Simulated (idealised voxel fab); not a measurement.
The name of this process module is voxel double patterning.
Section shown: cut. Width: 295 nm. Cell size: 5 nm, square.
A cross-section in this document is a grid of square cells, and it is written down as bands, the top band listed before the ones below it; a band is made up of one or more rows of cells.
This entry defines a band. It first specifies the height of the band's top and the height of its bottom in nm, and then specifies the band's materials from left to right, stating each material with its width in nm. The word "throughout" identifies a single material that fills the band from edge to edge, while the word "air" identifies empty space.
Where do heights start? At 0: under that level the wafer as delivered is made of one material only. And the lowest band has no floor; it just carries on downward, as in "z 0 and below".
A two-number width, for instance "30..40", indicates that the width is equal to the first number in the top row of the band and to the second number in the bottom row, and that it changes by a constant amount per row of cells.
"identical to before" after a step means that no cell of the cross-section changed.
"Trapped voids": empty spaces of 8 cells or more with no open way to the top, each given as width x height at distance, distance from the left edge, all in nm.
On each step's line, the part that comes after the settings is the simulator's own comment on the step.
Regarding "overlay nm": on a step with a mask, it is the distance the mask lay to the right of its planned place; a negative value places it to the left.
# Here's what the planned process steps look like
1,RECEIVE [material Si]
2,CONFORMAL_DEP [material SiN] [thk nm 5]
3,DIRECTIONAL_DEP [material SiO2] [thk nm 15]
4,DIRECTIONAL_DEP [material SiCN] [thk nm 10]
5,MASKED_ETCH [tone open] [mask id FIRST] [width nm 15] [pitch nm 50] [etch materials SiCN] [depth nm 10] [overlay nm 0]
6,MASKED_ETCH [tone open] [mask id SECOND] [width nm 15] [etch materials SiCN] [depth nm 10] [overlay nm 0]
7,DIRECTIONAL_ETCH [etch materials SiO2] [depth nm 15]
8,STRIP [etch materials SiCN]
# So this is the incoming wafer in cross-section - it's already been through step 1
- z 0 and below: Si throughout
- Trapped voids: none
# End-of-module XS, first of two wafers, run as planned
- z 20 to 5: SiO2: 115  air: 15  SiO2: 10  air: 15  SiO2: 10  air: 15  SiO2: 115
- z 5 to 0: SiN throughout
- z 0 and below: Si throughout
- Trapped voids: none
# Cross-sectional view: second of two wafers, end of module; start and plan identical to the first, one mistake in running
- z 20 to 15: SiN throughout
- z 15 to 0: SiO2 throughout
- z 0 and below: Si throughout
- Trapped voids: none
Run error: so 2 and 3 got swapped relative to the plan, each ran where the other was supposed to
Per the end-of-run cell counts, the second wafer holds more or fewer of some materials than the first: +27 SiO2
